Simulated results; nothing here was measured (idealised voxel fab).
Presented below is a process module, voxel ribs on slabs.
We display cut, a cross-section 175 nm in width whose square cells are each 5 nm.
Notation: cross-section as square-cell grid; stated in bands, top first, going down; one or more cell rows per band. Band: top and bottom heights (nm) first, top before bottom; then materials from left to right, widths in nm. "everywhere" marks a sole material filling the band edge to edge. "empty" denotes empty space. Heights are expressed relative to 0, this being the level below which the as-received wafer comprises one material exclusively. The lowest band is unbounded in the downward direction and is denoted as in "0..down". Width "30->40": first value at the band's top row of cells, second value at its bottom row, equal change from row to row. "nothing got changed" -> step changed no cross-section cell. "Enclosed void entries": sealed empty spaces, 8 cells or more, no open way to top, listed width x height at distance, with distance from the left edge and width, height and distance in nm. That trailing text on a step's line, after the settings, is the simulator's own remark on the step. Among the settings permitted on a step's line is "overlay nm"; applied to a step with a mask, it specifies the extent to which the mask lay to the right of its planned position, whereas a negative figure signifies a position to the left.

-- These are the steps we planned for the process
1: RECEIVE | material Si
2: DIRECTIONAL_DEP | material SiO2 | thk nm 30
3: DIRECTIONAL_DEP | material polySi | thk nm 25
4: MASKED_ETCH | tone cover | mask id RIB | width nm 25 | etch materials polySi | depth nm 15 | overlay nm 0
5: MASKED_ETCH | tone cover | mask id SLAB | width nm 65 | etch materials polySi | depth nm 10 | overlay nm 0
6: FILL_DEP | material SiO2 | thk nm 25
7: CMP | height nm 70
8: DIRECTIONAL_DEP | material W | thk nm 5
9: MASKED_ETCH | tone cover | mask id HEATER | width nm 35 | etch materials W | depth nm 5 | overlay nm 0
10: CONFORMAL_DEP | material SiN | thk nm 5

-- Here's what the wafer looked like in cross-section when it arrived - that's after step 1
	0..down  Si everywhere
	Enclosed void entries: none

-- Cross-sectional result after module completion. Note: starting condition and plan are unchanged from above; one processing mistake was made
	80..75  SiN (75), then empty (25), then SiN (75)
	75..70  W (70), then SiN (35), then W (70)
	70..55  SiO2 everywhere
	55..40  SiO2 (75), then polySi (25), then SiO2 (75)
	40..30  SiO2 (55), then polySi (65), then SiO2 (55)
	30..0  SiO2 everywhere
	0..down  Si everywhere
	Enclosed void entries: none
Deviation noted in wafer processing: step 9 was processed under conditions differing from the plan, specifically as MASKED_ETCH | tone open | mask id HEATER | width nm 35 | etch materials W | depth nm 5 | overlay nm 0
